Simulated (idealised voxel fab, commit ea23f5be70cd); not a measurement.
process module | voxel ribs on slabs
cross-section cut | 295 nm wide | cells 5 nm
A cross-section is a grid of square cells, given in bands from the top down. A band is one or more rows of cells.
Each band's line starts with the height of the band's top and of its bottom, in nm. Then come its materials from left to right, each with its width in nm. One material with "throughout" fills the band from edge to edge. "air" is empty space.
Height 0 is the level under which the wafer as received is all one material. The lowest band goes on downwards, as in "0 down".
A width such as "30 to 40" changes by the same amount from each row of cells to the next, from the band's top row to its bottom row.
"no change" after a step means that no cell of the cross-section changed.
closed voids: empty space of 8 cells or more with no open way to the top, each as width x height at its distance from the left edge, in nm
after a step's settings: what the simulator itself notes on the step
overlay nm, on a step with a mask: how far to the right of its planned place the mask lay; to the left if negative
plan
1 op RECEIVE | material Si
2 op DIRECTIONAL_DEP | material SiO2 | thk nm 30
3 op DIRECTIONAL_DEP | material SiN | thk nm 15
4 op DIRECTIONAL_DEP | material aC | thk nm 10
5 op PATTERN | tone cover | mask id RIB | material resist | width nm 20 | thk nm 25 | overlay nm 0
6 op DIRECTIONAL_ETCH | etch materials aC | depth nm 10
7 op STRIP | etch materials resist
8 op DIRECTIONAL_ETCH | etch materials SiN | depth nm 5
9 op STRIP | etch materials aC
10 op PATTERN | tone cover | mask id SLAB | material resist | width nm 70 | thk nm 15 | overlay nm 0
11 op DIRECTIONAL_ETCH | etch materials SiN | depth nm 10
12 op STRIP | etch materials resist
13 op FILL_DEP | material SiO2 | thk nm 20
14 op CMP | height nm 55
15 op DIRECTIONAL_DEP | material TiN | thk nm 5
16 op PATTERN | tone cover | mask id HEATER | material resist | width nm 30 | thk nm 15 | overlay nm -15
17 op DIRECTIONAL_ETCH | etch materials TiN | depth nm 5
18 op STRIP | etch materials resist
19 op CONFORMAL_DEP | material SiN | thk nm 10
varied across the wafers: overlay nm of step 16. The plan shows the first wafer's value. All wafers start alike
first wafer as received, after step 1
  0 down: Si throughout
  closed voids: none
first wafer at the end, after step 19
  70 to 65: air 105 | SiN 50 | air 140
  65 to 60: SiN throughout
  60 to 55: SiN 115 | TiN 30 | SiN 150
  55 to 45: SiO2 throughout
  45 to 40: SiO2 135 | SiN 20 | SiO2 140
  40 to 30: SiO2 110 | SiN 70 | SiO2 115
  30 to 0: SiO2 throughout
  0 down: Si throughout
  closed voids: none
last wafer at the end
  70 to 65: air 135 | SiN 50 | air 110
  65 to 60: SiN throughout
  60 to 55: SiN 145 | TiN 30 | SiN 120
  55 to 45: SiO2 throughout
  45 to 40: SiO2 135 | SiN 20 | SiO2 140
  40 to 30: SiO2 110 | SiN 70 | SiO2 115
  30 to 0: SiO2 throughout
  0 down: Si throughout
  closed voids: none
each wafer at the end: cells of each material gained (+) or lost (-) since it was received, then its closed voids
overlay nm -15 | +154 SiN | +617 SiO2 | +6 TiN | closed voids: none
overlay nm -10 | +154 SiN | +617 SiO2 | +6 TiN | closed voids: none
overlay nm -5 | +154 SiN | +617 SiO2 | +6 TiN | closed voids: none
overlay nm 0 | +154 SiN | +617 SiO2 | +6 TiN | closed voids: none
overlay nm 5 | +154 SiN | +617 SiO2 | +6 TiN | closed voids: none
overlay nm 10 | +154 SiN | +617 SiO2 | +6 TiN | closed voids: none
overlay nm 15 | +154 SiN | +617 SiO2 | +6 TiN | closed voids: none
